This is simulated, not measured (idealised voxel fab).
This is a process module. Its name is voxel lift off.
Displayed cross-section: cut, width of 265 nm, square cells sized 5 nm.
A cross-section is a grid of square cells, given in bands from the top down. A band is one or more rows of cells. Each band's line starts with the height of the band's top and of its bottom, in nm. Then come its materials from left to right, each with its width in nm. One material with "all across" fills the band from edge to edge. "empty" is empty space. The reference from which all heights are counted is 0, the level beneath which the as-received wafer is entirely one material; the lowest band, having no lower bound, proceeds downward and is written after the example "0 nm and below". Think of "30->40" as a width that walks from the first number to the second as you go down the band, top row to bottom row, taking equal-sized steps from row to row. No cell of the cross-section changed in a step that is given as "no change occurred". The entry titled "Trapped cavities" provides the empty spaces that have no open way to the top, restricted to those of 8 cells or more. Each is presented as width x height at distance, the distance being measured from the left edge, with all three in nm. The remark found on a step's line after its settings is issued by the simulator itself and pertains to that step. "overlay nm" answers the question of how far to the right of plan the mask lay on a step that has a mask, and when it is negative the answer is to the left. Pairs, read this way: before one process step on the one hand, after it on the other, the after cross-section ending at the lowest band that changed; the step between, settings included, beneath. Same starting wafer throughout, but possibly different runs of this module, so no pair continues from the pair above unless its entry headed "Pre-step condition" says so.
[Pre-step condition]
0 nm and below | Si all across
Trapped cavities: none
[Step Result]
5 nm to 0 nm | SiO2 all across
Everything below 0 is unchanged.
Trapped cavities: none
What is the step between the two cross-sections above? CONFORMAL_DEP: material SiO2, thk nm 5
Pre-step condition: the wafer arrives at this step looking as the after cross-section in the pair just above shows it.
[Step Result]
30 nm to 5 nm | resist: 65; empty: 30; resist: 20; empty: 30; resist: 20; empty: 30; resist: 70
Everything below 5 is unchanged.
Trapped cavities: none
What is the step between the two cross-sections above? PATTERN: tone open, mask id LINES, material resist, width nm 30, pitch nm 50, thk nm 25, overlay nm 0
Pre-step condition: the wafer arrives at this step looking as the after cross-section in the pair just above shows it.
[Step Result]
45 nm to 30 nm | Ru: 65; empty: 30; Ru: 20; empty: 30; Ru: 20; empty: 30; Ru: 70
30 nm to 20 nm | resist: 65; empty: 30; resist: 20; empty: 30; resist: 20; empty: 30; resist: 70
20 nm to 5 nm | resist: 65; Ru: 30; resist: 20; Ru: 30; resist: 20; Ru: 30; resist: 70
Everything below 5 is unchanged.
Trapped cavities: none
What is the step between the two cross-sections above? DIRECTIONAL_DEP: material Ru, thk nm 15
Pre-step condition: the wafer arrives at this step looking as the after cross-section in the pair just above shows it.
[Step Result]
20 nm to 5 nm | empty: 65; Ru: 30; empty: 20; Ru: 30; empty: 20; Ru: 30; empty: 70
Everything below 5 is unchanged.
Trapped cavities: none
What is the step between the two cross-sections above? STRIP: etch materials resist
Pre-step condition: the wafer arrives at this step looking as the after cross-section in the pair just above shows it.
[Step Result]
25 nm to 20 nm | empty: 60; SiN: 40; empty: 10; SiN: 40; empty: 10; SiN: 40; empty: 65
20 nm to 10 nm | empty: 60; SiN: 5; Ru: 30; SiN: 5; empty: 10; SiN: 5; Ru: 30; SiN: 5; empty: 10; SiN: 5; Ru: 30; SiN: 5; empty: 65
10 nm to 5 nm | SiN: 65; Ru: 30; SiN: 20; Ru: 30; SiN: 20; Ru: 30; SiN: 70
Everything below 5 is unchanged.
Trapped cavities: none
What is the step between the two cross-sections above? CONFORMAL_DEP: material SiN, thk nm 5
[Pre-step condition]
30 nm to 5 nm | resist: 65; empty: 30; resist: 20; empty: 30; resist: 20; empty: 30; resist: 70
5 nm to 0 nm | SiO2 all across
0 nm and below | Si all across
Trapped cavities: none
[Step Result]
5 nm to 0 nm | SiO2 all across
Everything below 0 is unchanged.
Trapped cavities: none
What is the step between the two cross-sections above? STRIP: etch materials resist
Pre-step condition: the wafer arrives at this step looking as the after cross-section in the pair just above shows it.
[Step Result]
10 nm to 5 nm | SiN all across
Everything below 5 is unchanged.
Trapped cavities: none
What is the step between the two cross-sections above? CONFORMAL_DEP: material SiN, thk nm 5
[Pre-step condition]
30 nm to 5 nm | resist: 65; empty: 30; resist: 20; empty: 30; resist: 20; empty: 30; resist: 70
5 nm to 0 nm | SiO2 all across
0 nm and below | Si all across
Trapped cavities: none
[Step Result]
50 nm to 30 nm | Ru: 65; empty: 30; Ru: 20; empty: 30; Ru: 20; empty: 30; Ru: 70
30 nm to 25 nm | resist: 65; empty: 30; resist: 20; empty: 30; resist: 20; empty: 30; resist: 70
25 nm to 5 nm | resist: 65; Ru: 30; resist: 20; Ru: 30; resist: 20; Ru: 30; resist: 70
Everything below 5 is unchanged.
Trapped cavities: none
What is the step between the two cross-sections above? DIRECTIONAL_DEP: material Ru, thk nm 20
Pre-step condition: the wafer arrives at this step looking as the after cross-section in the pair just above shows it.
[Step Result]
25 nm to 5 nm | empty: 65; Ru: 30; empty: 20; Ru: 30; empty: 20; Ru: 30; empty: 70
Everything below 5 is unchanged.
Trapped cavities: none
What is the step between the two cross-sections above? STRIP: etch materials resist
Pre-step condition: the wafer arrives at this step looking as the after cross-section in the pair just above shows it.
[Step Result]
30 nm to 25 nm | empty: 60; SiN: 40; empty: 10; SiN: 40; empty: 10; SiN: 40; empty: 65
25 nm to 10 nm | empty: 60; SiN: 5; Ru: 30; SiN: 5; empty: 10; SiN: 5; Ru: 30; SiN: 5; empty: 10; SiN: 5; Ru: 30; SiN: 5; empty: 65
10 nm to 5 nm | SiN: 65; Ru: 30; SiN: 20; Ru: 30; SiN: 20; Ru: 30; SiN: 70
Everything below 5 is unchanged.
Trapped cavities: none
What is the step between the two cross-sections above? CONFORMAL_DEP: material SiN, thk nm 5
[Pre-step condition]
5 nm to 0 nm | SiO2 all across
0 nm and below | Si all across
Trapped cavities: none
[Step Result]
30 nm to 5 nm | resist: 70; empty: 25; resist: 25; empty: 25; resist: 25; empty: 25; resist: 70
Everything below 5 is unchanged.
Trapped cavities: none
What is the step between the two cross-sections above? PATTERN: tone open, mask id LINES, material resist, width nm 25, pitch nm 50, thk nm 25, overlay nm 0
Pre-step condition: the wafer arrives at this step looking as the after cross-section in the pair just above shows it.
[Step Result]
45 nm to 30 nm | Ru: 70; empty: 25; Ru: 25; empty: 25; Ru: 25; empty: 25; Ru: 70
30 nm to 20 nm | resist: 70; empty: 25; resist: 25; empty: 25; resist: 25; empty: 25; resist: 70
20 nm to 5 nm | resist: 70; Ru: 25; resist: 25; Ru: 25; resist: 25; Ru: 25; resist: 70
Everything below 5 is unchanged.
Trapped cavities: none
What is the step between the two cross-sections above? DIRECTIONAL_DEP: material Ru, thk nm 15
Pre-step condition: the wafer arrives at this step looking as the after cross-section in the pair just above shows it.
[Step Result]
20 nm to 5 nm | empty: 70; Ru: 25; empty: 25; Ru: 25; empty: 25; Ru: 25; empty: 70
Everything below 5 is unchanged.
Trapped cavities: none
What is the step between the two cross-sections above? STRIP: etch materials resist
Pre-step condition: the wafer arrives at this step looking as the after cross-section in the pair just above shows it.
[Step Result]
25 nm to 20 nm | empty: 65; SiN: 35; empty: 15; SiN: 35; empty: 15; SiN: 35; empty: 65
20 nm to 10 nm | empty: 65; SiN: 5; Ru: 25; SiN: 5; empty: 15; SiN: 5; Ru: 25; SiN: 5; empty: 15; SiN: 5; Ru: 25; SiN: 5; empty: 65
10 nm to 5 nm | SiN: 70; Ru: 25; SiN: 25; Ru: 25; SiN: 25; Ru: 25; SiN: 70
Everything below 5 is unchanged.
Trapped cavities: none
What is the step between the two cross-sections above? CONFORMAL_DEP: material SiN, thk nm 5
[Pre-step condition]
5 nm to 0 nm | SiO2 all across
0 nm and below | Si all across
Trapped cavities: none
[Step Result]
30 nm to 5 nm | resist: 60; empty: 30; resist: 20; empty: 30; resist: 20; empty: 30; resist: 75
Everything below 5 is unchanged.
Trapped cavities: none
What is the step between the two cross-sections above? PATTERN: tone open, mask id LINES, material resist, width nm 30, pitch nm 50, thk nm 25, overlay nm -5
Pre-step condition: the wafer arrives at this step looking as the after cross-section in the pair just above shows it.
[Step Result]
45 nm to 30 nm | Ru: 60; empty: 30; Ru: 20; empty: 30; Ru: 20; empty: 30; Ru: 75
30 nm to 20 nm | resist: 60; empty: 30; resist: 20; empty: 30; resist: 20; empty: 30; resist: 75
20 nm to 5 nm | resist: 60; Ru: 30; resist: 20; Ru: 30; resist: 20; Ru: 30; resist: 75
Everything below 5 is unchanged.
Trapped cavities: none
What is the step between the two cross-sections above? DIRECTIONAL_DEP: material Ru, thk nm 15
Pre-step condition: the wafer arrives at this step looking as the after cross-section in the pair just above shows it.
[Step Result]
20 nm to 5 nm | empty: 60; Ru: 30; empty: 20; Ru: 30; empty: 20; Ru: 30; empty: 75
Everything below 5 is unchanged.
Trapped cavities: none
What is the step between the two cross-sections above? STRIP: etch materials resist
Pre-step condition: the wafer arrives at this step looking as the after cross-section in the pair just above shows it.
[Step Result]
25 nm to 20 nm | empty: 55; SiN: 40; empty: 10; SiN: 40; empty: 10; SiN: 40; empty: 70
20 nm to 10 nm | empty: 55; SiN: 5; Ru: 30; SiN: 5; empty: 10; SiN: 5; Ru: 30; SiN: 5; empty: 10; SiN: 5; Ru: 30; SiN: 5; empty: 70
10 nm to 5 nm | SiN: 60; Ru: 30; SiN: 20; Ru: 30; SiN: 20; Ru: 30; SiN: 75
Everything below 5 is unchanged.
Trapped cavities: none
What is the step between the two cross-sections above? CONFORMAL_DEP: material SiN, thk nm 5
[Pre-step condition]
20 nm to 5 nm | empty: 65; Ru: 30; empty: 20; Ru: 30; empty: 20; Ru: 30; empty: 70
5 nm to 0 nm | SiO2 all across
0 nm and below | Si all across
Trapped cavities: none
[Step Result]
25 nm to 20 nm | empty: 60; SiO2: 40; empty: 10; SiO2: 40; empty: 10; SiO2: 40; empty: 65
20 nm to 10 nm | empty: 60; SiO2: 5; Ru: 30; SiO2: 5; empty: 10; SiO2: 5; Ru: 30; SiO2: 5; empty: 10; SiO2: 5; Ru: 30; SiO2: 5; empty: 65
10 nm to 5 nm | SiO2: 65; Ru: 30; SiO2: 20; Ru: 30; SiO2: 20; Ru: 30; SiO2: 70
Everything below 5 is unchanged.
Trapped cavities: none
What is the step between the two cross-sections above? CONFORMAL_DEP: material SiO2, thk nm 5
[Pre-step condition]
5 nm to 0 nm | SiO2 all across
0 nm and below | Si all across
Trapped cavities: none
[Step Result]
30 nm to 5 nm | empty: 65; resist: 30; empty: 20; resist: 30; empty: 20; resist: 30; empty: 70
Everything below 5 is unchanged.
Trapped cavities: none
What is the step between the two cross-sections above? PATTERN: tone cover, mask id LINES, material resist, width nm 30, pitch nm 50, thk nm 25, overlay nm 0
Pre-step condition: the wafer arrives at this step looking as the after cross-section in the pair just above shows it.
[Step Result]
45 nm to 30 nm | empty: 65; Ru: 30; empty: 20; Ru: 30; empty: 20; Ru: 30; empty: 70
30 nm to 20 nm | empty: 65; resist: 30; empty: 20; resist: 30; empty: 20; resist: 30; empty: 70
20 nm to 5 nm | Ru: 65; resist: 30; Ru: 20; resist: 30; Ru: 20; resist: 30; Ru: 70
Everything below 5 is unchanged.
Trapped cavities: none
What is the step between the two cross-sections above? DIRECTIONAL_DEP: material Ru, thk nm 15
Pre-step condition: the wafer arrives at this step looking as the after cross-section in the pair just above shows it.
[Step Result]
20 nm to 5 nm | Ru: 65; empty: 30; Ru: 20; empty: 30; Ru: 20; empty: 30; Ru: 70
Everything below 5 is unchanged.
Trapped cavities: none
What is the step between the two cross-sections above? STRIP: etch materials resist
Pre-step condition: the wafer arrives at this step looking as the after cross-section in the pair just above shows it.
[Step Result]
25 nm to 20 nm | SiN: 70; empty: 20; SiN: 30; empty: 20; SiN: 30; empty: 20; SiN: 75
20 nm to 10 nm | Ru: 65; SiN: 5; empty: 20; SiN: 5; Ru: 20; SiN: 5; empty: 20; SiN: 5; Ru: 20; SiN: 5; empty: 20; SiN: 5; Ru: 70
10 nm to 5 nm | Ru: 65; SiN: 30; Ru: 20; SiN: 30; Ru: 20; SiN: 30; Ru: 70
Everything below 5 is unchanged.
Trapped cavities: none
What is the step between the two cross-sections above? CONFORMAL_DEP: material SiN, thk nm 5
